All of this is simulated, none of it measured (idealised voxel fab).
Process module under the name voxel plated lines
Square cell edge 5 nm, section width 265 nm, ID cut.
Format of a cross-section: grid, square cells. Given as bands. Order: top down. Band: one or more rows of cells. Quick guide to a band line: top height, bottom height (nm) up front; then every material left to right with its width in nm. Only one material and it's marked "throughout"? Then it fills the band edge to edge. And "empty" just means empty space. Height 0 is the level under which the wafer as received is all one material. The lowest band goes on downwards, as in "z 0 and below". Read "30..40" as a graded width: first number on top, second number at the bottom, same change between each pair of neighbouring rows. Given "changes: none" for a step, no cell of the cross-section differs between before and after that step. What "Closed void roster" gives you is every empty space of 8 cells or more that is cut off from the top. Each appears as width x height at distance, with the distance taken from the left edge and width, height and distance all in nm. Whatever follows a step's settings on its line is a remark the simulator itself makes about that step. overlay nm: mask offset rightward from planned place, masked step; negative means leftward offset.

**The steps planned for the process are as follows**
1,RECEIVE (material Si)
2,CONFORMAL_DEP (material SiO2; thk nm 5)
3,DIRECTIONAL_DEP (material TiN; thk nm 5)
4,PATTERN (tone open; mask id LINES; material resist; width nm 15; pitch nm 40; thk nm 25; overlay nm 0)
5,EPI (material Ru; thk nm 5)
6,EPI (material Ru; thk nm 5)
7,STRIP (etch materials resist)
8,DIRECTIONAL_ETCH (etch materials TiN; depth nm 5)
9,CONFORMAL_DEP (material SiCN; thk nm 10)

**Step 1 complete: cross-section of the wafer as received**
> z 0 and below | Si throughout
> Closed void roster: none

**One mistake in running the module, otherwise start and plan as above: cross-section at the end**
> z 30 to 20 | 95 nm empty | 80 nm SiCN | 90 nm empty
> z 20 to 15 | 95 nm empty | 10 nm SiCN | 20 nm Ru | 20 nm SiCN | 20 nm Ru | 10 nm SiCN | 90 nm empty
> z 15 to 10 | 105 nm SiCN | 20 nm Ru | 20 nm SiCN | 20 nm Ru | 100 nm SiCN
> z 10 to 5 | 105 nm SiCN | 20 nm TiN | 20 nm SiCN | 20 nm TiN | 100 nm SiCN
> z 5 to 0 | SiO2 throughout
> z 0 and below | Si throughout
> Closed void roster: none
In executing the process, a mistake was made relative to the plan: it should be noted that step 4 was executed with settings other than those planned, the operation and settings actually applied being PATTERN (tone open; mask id LINES; material resist; width nm 20; pitch nm 40; thk nm 25; overlay nm 0)
